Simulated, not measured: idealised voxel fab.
The process module presented herein is designated voxel self aligned vias.
The width of the displayed cross-section, cut, is 215 nm; its cells are square, with a size of 5 nm.
How to read a cross-section here: the picture is a grid of square cells, written as bands going from the top down, and any band can span one or more rows of cells.
Band: top and bottom heights (nm) first, top before bottom; then materials from left to right, widths in nm. "everywhere" marks a sole material filling the band edge to edge. "blank" denotes empty space.
Measure heights from 0. That's the level where, below it, the as-received wafer is all one material. The lowest band is bottomless and extends downward; write it as in "0 and below".
Think of "30..40" as a width that walks from the first number to the second as you go down the band, top row to bottom row, taking equal-sized steps from row to row.
It should be understood that the words "identical to before", when stated for a given step, signify that the cross-section underwent no change in any of its cells during that step.
Listed in "Trapped void list": every empty space of 8 or more cells without an open way to the top. Form: width x height at distance, the distance being from the left edge, all in nm.
The remark found on a step's line after its settings is issued by the simulator itself and pertains to that step.
overlay nm: where the mask lay relative to plan, measured to the right, on steps with a mask; negatives go left.

-- Set out below are the planned steps of the process
1: RECEIVE with material Si
2: CONFORMAL_DEP with material SiO2, thk nm 10
3: CONFORMAL_DEP with material SiCN, thk nm 5
4: DIRECTIONAL_DEP with material lowk, thk nm 20
5: DIRECTIONAL_DEP with material aC, thk nm 15
6: PATTERN with tone open, mask id LINES, material resist, width nm 30, pitch nm 75, thk nm 35, overlay nm 0
7: DIRECTIONAL_ETCH with etch materials aC, depth nm 15
8: STRIP with etch materials resist
9: DIRECTIONAL_ETCH with etch materials lowk, depth nm 20
10: STRIP with etch materials aC
11: CONFORMAL_DEP with material TiN, thk nm 5
12: FILL_DEP with material Ru, thk nm 10
13: CMP with height nm 35
14: SELECTIVE_ETCH with etch materials W Ru TiN, depth nm 5
15: FILL_DEP with material SiN, thk nm 5
16: CMP with height nm 35
17: DIRECTIONAL_DEP with material lowk, thk nm 15
18: DIRECTIONAL_DEP with material aC, thk nm 15
19: PATTERN with tone open, mask id VIAS, material resist, width nm 50, pitch nm 75, thk nm 30, overlay nm 0
20: DIRECTIONAL_ETCH with etch materials aC, depth nm 15
21: STRIP with etch materials resist
22: DIRECTIONAL_ETCH with etch materials lowk, depth nm 15
23: DIRECTIONAL_ETCH with etch materials SiN, depth nm 5
24: STRIP with etch materials aC
25: CONFORMAL_DEP with material TiN, thk nm 5
26: FILL_DEP with material Ru, thk nm 5
27: CMP with height nm 50
28: CONFORMAL_DEP with material SiCN, thk nm 5

-- So, the first of our two wafers, run just as we planned it

-- Wafer at receipt (post step 1), cross-section
    0 and below = Si everywhere
    Trapped void list: none

-- Cross-sectional representation of the wafer at the conclusion of step 2
    10 down to 0 = SiO2 everywhere
    Unchanged below 0.

-- Cross-sectional representation of the wafer at the conclusion of step 3
    15 down to 10 = SiCN everywhere
    Unchanged below 10.

-- Cross-sectional representation of the wafer at the conclusion of step 4
    35 down to 15 = lowk everywhere
    Unchanged below 15.

-- Cross-sectional representation of the wafer at the conclusion of step 5
    50 down to 35 = aC everywhere
    Unchanged below 35.

-- Cross-sectional representation of the wafer at the conclusion of step 6
    85 down to 50 = 55 of resist, 30 of blank, 45 of resist, 30 of blank, 55 of resist
    Unchanged below 50.

-- Cross-sectional representation of the wafer at the conclusion of step 7
    70 down to 50 = 55 of resist, 30 of blank, 45 of resist, 30 of blank, 55 of resist
    50 down to 35 = 55 of aC, 30 of blank, 45 of aC, 30 of blank, 55 of aC
    Unchanged below 35.

-- Cross-sectional representation of the wafer at the conclusion of step 8
    50 down to 35 = 55 of aC, 30 of blank, 45 of aC, 30 of blank, 55 of aC
    Unchanged below 35.

-- Cross-sectional representation of the wafer at the conclusion of step 9
    50 down to 35 = 55 of aC, 30 of blank, 45 of aC, 30 of blank, 55 of aC
    35 down to 15 = 55 of lowk, 30 of blank, 45 of lowk, 30 of blank, 55 of lowk
    Unchanged below 15.

-- Cross-sectional representation of the wafer at the conclusion of step 10
    35 down to 15 = 55 of lowk, 30 of blank, 45 of lowk, 30 of blank, 55 of lowk
    Unchanged below 15.

-- Cross-sectional representation of the wafer at the conclusion of step 11
    40 down to 35 = 60 of TiN, 20 of blank, 55 of TiN, 20 of blank, 60 of TiN
    35 down to 20 = 55 of lowk, 5 of TiN, 20 of blank, 5 of TiN, 45 of lowk, 5 of TiN, 20 of blank, 5 of TiN, 55 of lowk
    20 down to 15 = 55 of lowk, 30 of TiN, 45 of lowk, 30 of TiN, 55 of lowk
    Unchanged below 15.

-- Cross-sectional representation of the wafer at the conclusion of step 12
    50 down to 40 = Ru everywhere
    40 down to 35 = 60 of TiN, 20 of Ru, 55 of TiN, 20 of Ru, 60 of TiN
    35 down to 20 = 55 of lowk, 5 of TiN, 20 of Ru, 5 of TiN, 45 of lowk, 5 of TiN, 20 of Ru, 5 of TiN, 55 of lowk
    Unchanged below 20.

-- Cross-sectional representation of the wafer at the conclusion of step 13
    35 down to 20 = 55 of lowk, 5 of TiN, 20 of Ru, 5 of TiN, 45 of lowk, 5 of TiN, 20 of Ru, 5 of TiN, 55 of lowk
    Unchanged below 20.

-- Cross-sectional representation of the wafer at the conclusion of step 14
    35 down to 30 = 55 of lowk, 30 of blank, 45 of lowk, 30 of blank, 55 of lowk
    Unchanged below 30.

-- Cross-sectional representation of the wafer at the conclusion of step 15
    40 down to 35 = SiN everywhere
    35 down to 30 = 55 of lowk, 30 of SiN, 45 of lowk, 30 of SiN, 55 of lowk
    Unchanged below 30.

-- Cross-sectional representation of the wafer at the conclusion of step 16
    35 down to 30 = 55 of lowk, 30 of SiN, 45 of lowk, 30 of SiN, 55 of lowk
    Unchanged below 30.

-- Cross-sectional representation of the wafer at the conclusion of step 17
    50 down to 35 = lowk everywhere
    Unchanged below 35.

-- Cross-sectional representation of the wafer at the conclusion of step 18
    65 down to 50 = aC everywhere
    Unchanged below 50.

-- Cross-sectional representation of the wafer at the conclusion of step 19
    95 down to 65 = 45 of resist, 50 of blank, 25 of resist, 50 of blank, 45 of resist
    Unchanged below 65.

-- Cross-sectional representation of the wafer at the conclusion of step 20
    80 down to 65 = 45 of resist, 50 of blank, 25 of resist, 50 of blank, 45 of resist
    65 down to 50 = 45 of aC, 50 of blank, 25 of aC, 50 of blank, 45 of aC
    Unchanged below 50.

-- Cross-sectional representation of the wafer at the conclusion of step 21
    65 down to 50 = 45 of aC, 50 of blank, 25 of aC, 50 of blank, 45 of aC
    Unchanged below 50.

-- Cross-sectional representation of the wafer at the conclusion of step 22
    65 down to 50 = 45 of aC, 50 of blank, 25 of aC, 50 of blank, 45 of aC
    50 down to 35 = 45 of lowk, 50 of blank, 25 of lowk, 50 of blank, 45 of lowk
    Unchanged below 35.

-- Cross-sectional representation of the wafer at the conclusion of step 23
    65 down to 50 = 45 of aC, 50 of blank, 25 of aC, 50 of blank, 45 of aC
    50 down to 35 = 45 of lowk, 50 of blank, 25 of lowk, 50 of blank, 45 of lowk
    35 down to 30 = 55 of lowk, 30 of blank, 45 of lowk, 30 of blank, 55 of lowk
    Unchanged below 30.

-- Cross-sectional representation of the wafer at the conclusion of step 24
    50 down to 35 = 45 of lowk, 50 of blank, 25 of lowk, 50 of blank, 45 of lowk
    Unchanged below 35.

-- Cross-sectional representation of the wafer at the conclusion of step 25
    55 down to 50 = 50 of TiN, 40 of blank, 35 of TiN, 40 of blank, 50 of TiN
    50 down to 40 = 45 of lowk, 5 of TiN, 40 of blank, 5 of TiN, 25 of lowk, 5 of TiN, 40 of blank, 5 of TiN, 45 of lowk
    40 down to 35 = 45 of lowk, 15 of TiN, 20 of blank, 15 of TiN, 25 of lowk, 15 of TiN, 20 of blank, 15 of TiN, 45 of lowk
    35 down to 30 = 55 of lowk, 30 of TiN, 45 of lowk, 30 of TiN, 55 of lowk
    Unchanged below 30.

-- Cross-sectional representation of the wafer at the conclusion of step 26
    60 down to 55 = Ru everywhere
    55 down to 50 = 50 of TiN, 40 of Ru, 35 of TiN, 40 of Ru, 50 of TiN
    50 down to 40 = 45 of lowk, 5 of TiN, 40 of Ru, 5 of TiN, 25 of lowk, 5 of TiN, 40 of Ru, 5 of TiN, 45 of lowk
    40 down to 35 = 45 of lowk, 15 of TiN, 20 of Ru, 15 of TiN, 25 of lowk, 15 of TiN, 20 of Ru, 15 of TiN, 45 of lowk
    Unchanged below 35.

-- Cross-sectional representation of the wafer at the conclusion of step 27
    50 down to 40 = 45 of lowk, 5 of TiN, 40 of Ru, 5 of TiN, 25 of lowk, 5 of TiN, 40 of Ru, 5 of TiN, 45 of lowk
    Unchanged below 40.

-- Cross-sectional representation of the wafer at the conclusion of step 28
    55 down to 50 = SiCN everywhere
    Unchanged below 50.

-- Second wafer - shared start and plan with the first - one error in running - same as the first up to step 5 inclusive

-- The second wafer in cross-section, at the planned close of step 6
    85 down to 50 = 55 of blank, 30 of resist, 45 of blank, 30 of resist, 55 of blank
    Unchanged below 50.

-- The second wafer in cross-section, at the planned close of step 7
    70 down to 50 = 55 of blank, 30 of resist, 45 of blank, 30 of resist, 55 of blank
    50 down to 35 = 55 of blank, 30 of aC, 45 of blank, 30 of aC, 55 of blank
    Unchanged below 35.

-- The second wafer in cross-section, at the planned close of step 8
    50 down to 35 = 55 of blank, 30 of aC, 45 of blank, 30 of aC, 55 of blank
    Unchanged below 35.

-- The second wafer in cross-section, at the planned close of step 9
    50 down to 35 = 55 of blank, 30 of aC, 45 of blank, 30 of aC, 55 of blank
    35 down to 15 = 55 of blank, 30 of lowk, 45 of blank, 30 of lowk, 55 of blank
    Unchanged below 15.

-- The second wafer in cross-section, at the planned close of step 10
    35 down to 15 = 55 of blank, 30 of lowk, 45 of blank, 30 of lowk, 55 of blank
    Unchanged below 15.

-- The second wafer in cross-section, at the planned close of step 11
    40 down to 35 = 50 of blank, 40 of TiN, 35 of blank, 40 of TiN, 50 of blank
    35 down to 20 = 50 of blank, 5 of TiN, 30 of lowk, 5 of TiN, 35 of blank, 5 of TiN, 30 of lowk, 5 of TiN, 50 of blank
    20 down to 15 = 55 of TiN, 30 of lowk, 45 of TiN, 30 of lowk, 55 of TiN
    Unchanged below 15.

-- The second wafer in cross-section, at the planned close of step 12
    50 down to 40 = Ru everywhere
    40 down to 35 = 50 of Ru, 40 of TiN, 35 of Ru, 40 of TiN, 50 of Ru
    35 down to 20 = 50 of Ru, 5 of TiN, 30 of lowk, 5 of TiN, 35 of Ru, 5 of TiN, 30 of lowk, 5 of TiN, 50 of Ru
    Unchanged below 20.

-- The second wafer in cross-section, at the planned close of step 13
    35 down to 20 = 50 of Ru, 5 of TiN, 30 of lowk, 5 of TiN, 35 of Ru, 5 of TiN, 30 of lowk, 5 of TiN, 50 of Ru
    Unchanged below 20.

-- The second wafer in cross-section, at the planned close of step 14
    35 down to 30 = 55 of blank, 30 of lowk, 45 of blank, 30 of lowk, 55 of blank
    Unchanged below 30.

-- The second wafer in cross-section, at the planned close of step 15
    40 down to 35 = SiN everywhere
    35 down to 30 = 55 of SiN, 30 of lowk, 45 of SiN, 30 of lowk, 55 of SiN
    Unchanged below 30.

-- The second wafer in cross-section, at the planned close of step 16
    35 down to 30 = 55 of SiN, 30 of lowk, 45 of SiN, 30 of lowk, 55 of SiN
    Unchanged below 30.

-- The second wafer in cross-section, at the planned close of step 17
    50 down to 35 = lowk everywhere
    Unchanged below 35.

-- The second wafer in cross-section, at the planned close of step 18
    65 down to 50 = aC everywhere
    Unchanged below 50.

-- The second wafer in cross-section, at the planned close of step 19
    95 down to 65 = 45 of resist, 50 of blank, 25 of resist, 50 of blank, 45 of resist
    Unchanged below 65.

-- The second wafer in cross-section, at the planned close of step 20
    80 down to 65 = 45 of resist, 50 of blank, 25 of resist, 50 of blank, 45 of resist
    65 down to 50 = 45 of aC, 50 of blank, 25 of aC, 50 of blank, 45 of aC
    Unchanged below 50.

-- The second wafer in cross-section, at the planned close of step 21
    65 down to 50 = 45 of aC, 50 of blank, 25 of aC, 50 of blank, 45 of aC
    Unchanged below 50.

-- The second wafer in cross-section, at the planned close of step 22
    65 down to 50 = 45 of aC, 50 of blank, 25 of aC, 50 of blank, 45 of aC
    50 down to 35 = 45 of lowk, 50 of blank, 25 of lowk, 50 of blank, 45 of lowk
    Unchanged below 35.

-- The second wafer in cross-section, at the planned close of step 23
    65 down to 50 = 45 of aC, 50 of blank, 25 of aC, 50 of blank, 45 of aC
    50 down to 35 = 45 of lowk, 50 of blank, 25 of lowk, 50 of blank, 45 of lowk
    35 down to 30 = 45 of SiN, 10 of blank, 30 of lowk, 10 of blank, 25 of SiN, 10 of blank, 30 of lowk, 10 of blank, 45 of SiN
    Unchanged below 30.

-- The second wafer in cross-section, at the planned close of step 24
    50 down to 35 = 45 of lowk, 50 of blank, 25 of lowk, 50 of blank, 45 of lowk
    Unchanged below 35.

-- The second wafer in cross-section, at the planned close of step 25
    55 down to 50 = 50 of TiN, 40 of blank, 35 of TiN, 40 of blank, 50 of TiN
    50 down to 40 = 45 of lowk, 5 of TiN, 40 of blank, 5 of TiN, 25 of lowk, 5 of TiN, 40 of blank, 5 of TiN, 45 of lowk
    40 down to 35 = 45 of lowk, 50 of TiN, 25 of lowk, 50 of TiN, 45 of lowk
    35 down to 30 = 45 of SiN, 10 of TiN, 30 of lowk, 10 of TiN, 25 of SiN, 10 of TiN, 30 of lowk, 10 of TiN, 45 of SiN
    Unchanged below 30.

-- The second wafer in cross-section, at the planned close of step 26
    60 down to 55 = Ru everywhere
    55 down to 50 = 50 of TiN, 40 of Ru, 35 of TiN, 40 of Ru, 50 of TiN
    50 down to 40 = 45 of lowk, 5 of TiN, 40 of Ru, 5 of TiN, 25 of lowk, 5 of TiN, 40 of Ru, 5 of TiN, 45 of lowk
    Unchanged below 40.

-- The second wafer in cross-section, at the planned close of step 27
    50 down to 40 = 45 of lowk, 5 of TiN, 40 of Ru, 5 of TiN, 25 of lowk, 5 of TiN, 40 of Ru, 5 of TiN, 45 of lowk
    Unchanged below 40.

-- The second wafer in cross-section, at the planned close of step 28
    55 down to 50 = SiCN everywhere
    Unchanged below 50.
The plan and the run diverged here: so step 6 ended up running with a different setting than we planned, it ran as PATTERN with tone cover, mask id LINES, material resist, width nm 30, pitch nm 75, thk nm 35, overlay nm 0
Cell-count delta at end, second wafer over first, by material: Ru: 30 more, SiN: 23 more, TiN: 23 more, lowk: 76 fewer
